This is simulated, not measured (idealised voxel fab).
Name of the process module below: voxel transistor to metal
Shown is cross-section cut, with a width of 165 nm and square cells of size 5 nm.
We lay out every cross-section as a grid of square cells and spell it out in bands from the top down, where one band means one or more rows of cells.
In this notation a band is specified by the heights of its top and bottom, in that order and in nm, after which its materials appear from left to right, each paired with its width in nm. The word "all across" attached to a single material means that material fills the band from edge to edge; the word "empty" stands for empty space.
Measure heights from 0. That's the level where, below it, the as-received wafer is all one material. The lowest band is bottomless and extends downward; write it as in "top 0, no bottom".
Think of "30->40" as a width that walks from the first number to the second as you go down the band, top row to bottom row, taking equal-sized steps from row to row.
"no alterations made" -> step changed no cross-section cell.
"Internal closed voids" contains a list of empty spaces, each no smaller than 8 cells and without an open way to the top, written in the form width x height at distance with the distance from the left edge and all three in nm.
after a step's settings: what the simulator itself notes on the step
"overlay nm" on a masked step: distance the mask lay right of its planned place, negative for left.

## Listed below are the process steps as planned
- 1: RECEIVE,material Si
- 2: CONFORMAL_DEP,material SiO2,thk nm 5
- 3: CONFORMAL_DEP,material SiN,thk nm 10
- 4: PATTERN,tone cover,mask id ACTIVE,material resist,width nm 115,thk nm 20,overlay nm 0
- 5: DIRECTIONAL_ETCH,etch materials SiN,depth nm 10
- 6: DIRECTIONAL_ETCH,etch materials SiO2,depth nm 5
- 7: DIRECTIONAL_ETCH,etch materials Si,depth nm 25
- 8: STRIP,etch materials resist
- 9: FILL_DEP,material SiO2,thk nm 10
- 10: CMP,height nm 15
- 11: SELECTIVE_ETCH,etch materials SiO2,depth nm 10
- 12: STRIP,etch materials SiN
- 13: SELECTIVE_ETCH,etch materials SiO2,depth nm 5
- 14: OXIDIZE,depth nm 5
- 15: DIRECTIONAL_DEP,material polySi,thk nm 25
- 16: DIRECTIONAL_DEP,material SiCN,thk nm 15
- 17: MASKED_ETCH,tone cover,mask id GATE,width nm 25,etch materials SiCN,depth nm 25,overlay nm 0
- 18: MASKED_ETCH,tone cover,mask id GATE,width nm 25,etch materials polySi,depth nm 35,overlay nm 0
- 19: CONFORMAL_DEP,material SiN,thk nm 10
- 20: DIRECTIONAL_ETCH,etch materials SiN,depth nm 10
- 21: DIRECTIONAL_ETCH,etch materials SiO2,depth nm 5
- 22: DIRECTIONAL_ETCH,etch materials Si,depth nm 15
- 23: EPI,material nSi,thk nm 20
- 24: FILL_DEP,material SiO2,thk nm 5
- 25: CMP,height nm 25
- 26: STRIP,etch materials polySi
- 27: SELECTIVE_ETCH,etch materials SiO2,depth nm 5
- 28: CONFORMAL_DEP,material HfO2,thk nm 5
- 29: CONFORMAL_DEP,material TiN,thk nm 5
- 30: FILL_DEP,material W,thk nm 5
- 31: CMP,height nm 20
- 32: DIRECTIONAL_DEP,material SiO2,thk nm 10
- 33: PATTERN,tone open,mask id CONTACT,material resist,width nm 20,pitch nm 75,thk nm 20,overlay nm 0
- 34: DIRECTIONAL_ETCH,etch materials SiO2,depth nm 30
- 35: STRIP,etch materials resist
- 36: CONFORMAL_DEP,material TiN,thk nm 5
- 37: FILL_DEP,material W,thk nm 5
- 38: CMP,height nm 30
- 39: CONFORMAL_DEP,material SiCN,thk nm 5
- 40: DIRECTIONAL_DEP,material lowk,thk nm 20
- 41: DIRECTIONAL_DEP,material aC,thk nm 15
- 42: PATTERN,tone open,mask id METAL_1,material resist,width nm 20,pitch nm 75,thk nm 30,overlay nm 0
- 43: DIRECTIONAL_ETCH,etch materials aC,depth nm 15
- 44: STRIP,etch materials resist
- 45: DIRECTIONAL_ETCH,etch materials lowk,depth nm 20
- 46: DIRECTIONAL_ETCH,etch materials SiCN,depth nm 5
- 47: STRIP,etch materials aC
- 48: CONFORMAL_DEP,material TiN,thk nm 5
- 49: FILL_DEP,material Cu,thk nm 5
- 50: CMP,height nm 55
- 51: EPI,material Ru,thk nm 5
- 52: FILL_DEP,material SiCN,thk nm 5
- 53: DIRECTIONAL_DEP,material lowk,thk nm 30
- 54: MASKED_ETCH,tone open,mask id METAL_2,width nm 20,pitch nm 75,etch materials lowk,depth nm 15,overlay nm 0
- 55: MASKED_ETCH,tone open,mask id METAL_2_HOLES,width nm 15,pitch nm 75,etch materials lowk,depth nm 15,overlay nm 0
- 56: MASKED_ETCH,tone open,mask id METAL_2_HOLES,width nm 15,pitch nm 75,etch materials SiCN,depth nm 5,overlay nm 0
- 57: CONFORMAL_DEP,material TiN,thk nm 5
- 58: FILL_DEP,material Cu,thk nm 5
- 59: CMP,height nm 95
- 60: CONFORMAL_DEP,material SiCN,thk nm 5

## Received-state cross-section, reflecting completion of step 1
	top 0, no bottom: Si all across
	Internal closed voids: none

## End-of-module cross-section. Starting structure and process plan as above; one mistake made in running it
	top 100, bottom 95: SiCN all across
	top 95, bottom 85: lowk 35 nm, then TiN 5 nm, then Cu 10 nm, then TiN 5 nm, then lowk 55 nm, then TiN 5 nm, then Cu 10 nm, then TiN 5 nm, then lowk 35 nm
	top 85, bottom 80: lowk 35 nm, then TiN 5 nm, then Cu 5 nm, then TiN 10 nm, then lowk 55 nm, then TiN 5 nm, then Cu 5 nm, then TiN 10 nm, then lowk 35 nm
	top 80, bottom 65: lowk 35 nm, then TiN 5 nm, then Cu 5 nm, then TiN 5 nm, then lowk 60 nm, then TiN 5 nm, then Cu 5 nm, then TiN 5 nm, then lowk 40 nm
	top 65, bottom 60: SiCN 35 nm, then TiN 15 nm, then SiCN 60 nm, then TiN 15 nm, then SiCN 40 nm
	top 60, bottom 55: SiCN 30 nm, then Ru 30 nm, then SiCN 45 nm, then Ru 30 nm, then SiCN 30 nm
	top 55, bottom 35: lowk 35 nm, then TiN 5 nm, then Cu 10 nm, then TiN 5 nm, then lowk 55 nm, then TiN 5 nm, then Cu 10 nm, then TiN 5 nm, then lowk 35 nm
	top 35, bottom 30: SiCN 35 nm, then TiN 20 nm, then SiCN 55 nm, then TiN 20 nm, then SiCN 35 nm
	top 30, bottom 20: SiO2 35 nm, then TiN 5 nm, then polySi 10 nm, then TiN 5 nm, then SiO2 55 nm, then TiN 5 nm, then polySi 10 nm, then TiN 5 nm, then SiO2 35 nm
	top 20, bottom 15: SiO2 35 nm, then TiN 20 nm, then SiO2 5 nm, then SiN 10 nm, then HfO2 5 nm, then TiN 5 nm, then W 5 nm, then TiN 5 nm, then HfO2 5 nm, then SiN 10 nm, then SiO2 5 nm, then TiN 20 nm, then SiO2 35 nm
	top 15, bottom 5: SiO2 35 nm, then TiN 5 nm, then nSi 20 nm, then SiN 10 nm, then HfO2 5 nm, then TiN 5 nm, then W 5 nm, then TiN 5 nm, then HfO2 5 nm, then SiN 10 nm, then nSi 20 nm, then TiN 5 nm, then SiO2 35 nm
	top 5, bottom 0: SiO2 35 nm, then TiN 5 nm, then nSi 20 nm, then SiN 10 nm, then HfO2 5 nm, then TiN 15 nm, then HfO2 5 nm, then SiN 10 nm, then nSi 20 nm, then TiN 5 nm, then SiO2 35 nm
	top 0, bottom -5: SiO2 20 nm, then nSi 40 nm, then SiO2 5 nm, then HfO2 35 nm, then SiO2 5 nm, then nSi 40 nm, then SiO2 20 nm
	top -5, bottom -20: SiO2 25 nm, then nSi 35 nm, then Si 45 nm, then nSi 35 nm, then SiO2 25 nm
	top -20, bottom -25: SiO2 25 nm, then Si 115 nm, then SiO2 25 nm
	top -25, no bottom: Si all across
	Internal closed voids: none
The plan and the run diverged here: contrary to plan, step 37 was performed as FILL_DEP,material polySi,thk nm 5
